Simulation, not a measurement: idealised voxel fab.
Title: Process Module voxel double patterning
It is cross-section cut that appears here, measuring 230 nm in width, its square cells being 5 nm in size.
How to read a cross-section here: the picture is a grid of square cells, written as bands going from the top down, and any band can span one or more rows of cells. Read a band's entry like this: the first values are the height of its top and the height of its bottom in nm, and what follows is the sequence of materials from left to right, each with its width in nm. Note that "air" is empty space, and that a single material marked "full width" reaches across the band from edge to edge. Zero point of the height axis is 0; under it, received wafer = one material. Lowest band: continues down indefinitely, "0..down". The expression "30->40" gives the width at the extremes of the band, the first number at its top row of cells and the second at its bottom row, with the width changing by equal amounts from each row to the next in between. Take "no alterations made" at face value: in the step it is given for, the cross-section changed in none of its cells. For the entry "Voids lacking openings", the listed items are empty spaces with no open way to the top whose size is 8 cells or more; each item follows the pattern width x height at distance, where distance is from the left edge and all three are in nm. It should be noted that, on the line of a given step, the content following the step's settings is a remark produced by the simulator itself with respect to that step. Among the settings permitted on a step's line is "overlay nm"; applied to a step with a mask, it specifies the extent to which the mask lay to the right of its planned position, whereas a negative figure signifies a position to the left.

Planned step list for the process:
| 1 | RECEIVE,material Si |
| 2 | CONFORMAL_DEP,material SiO2,thk nm 5 |
| 3 | DIRECTIONAL_DEP,material TiN,thk nm 10 |
| 4 | DIRECTIONAL_DEP,material SiCN,thk nm 5 |
| 5 | DIRECTIONAL_DEP,material aC,thk nm 15 |
| 6 | PATTERN,tone open,mask id FIRST,material resist,width nm 15,pitch nm 50,thk nm 30,overlay nm 0 |
| 7 | DIRECTIONAL_ETCH,etch materials aC,depth nm 15 |
| 8 | STRIP,etch materials resist |
| 9 | DIRECTIONAL_ETCH,etch materials SiCN,depth nm 5 |
| 10 | STRIP,etch materials aC |
| 11 | MASKED_ETCH,tone open,mask id SECOND,width nm 15,etch materials SiCN,depth nm 5,overlay nm 0 |
| 12 | DIRECTIONAL_ETCH,etch materials TiN,depth nm 10 |
| 13 | STRIP,etch materials SiCN |

as received, after step 1:
    0..down  Si full width
    Voids lacking openings: none

First wafer of two, sectioned at end of module; run went per plan:
    15..5  TiN=80; air=15; TiN=10; air=15; TiN=10; air=15; TiN=85
    5..0  SiO2 full width
    0..down  Si full width
    Voids lacking openings: none

Cross-section of the latter of the two wafers at module completion. It had an identical start and an identical plan to the former; in running it, one mistake was made:
    15..5  air=105; TiN=15; air=110
    5..0  SiO2 full width
    0..down  Si full width
    Voids lacking openings: none
What broke from the plan during processing? off-plan run, step 11, actual operation and settings MASKED_ETCH,tone cover,mask id SECOND,width nm 15,etch materials SiCN,depth nm 5,overlay nm 0
Final tally in cells, some materials are higher or lower on the second wafer than on the first: -68 TiN
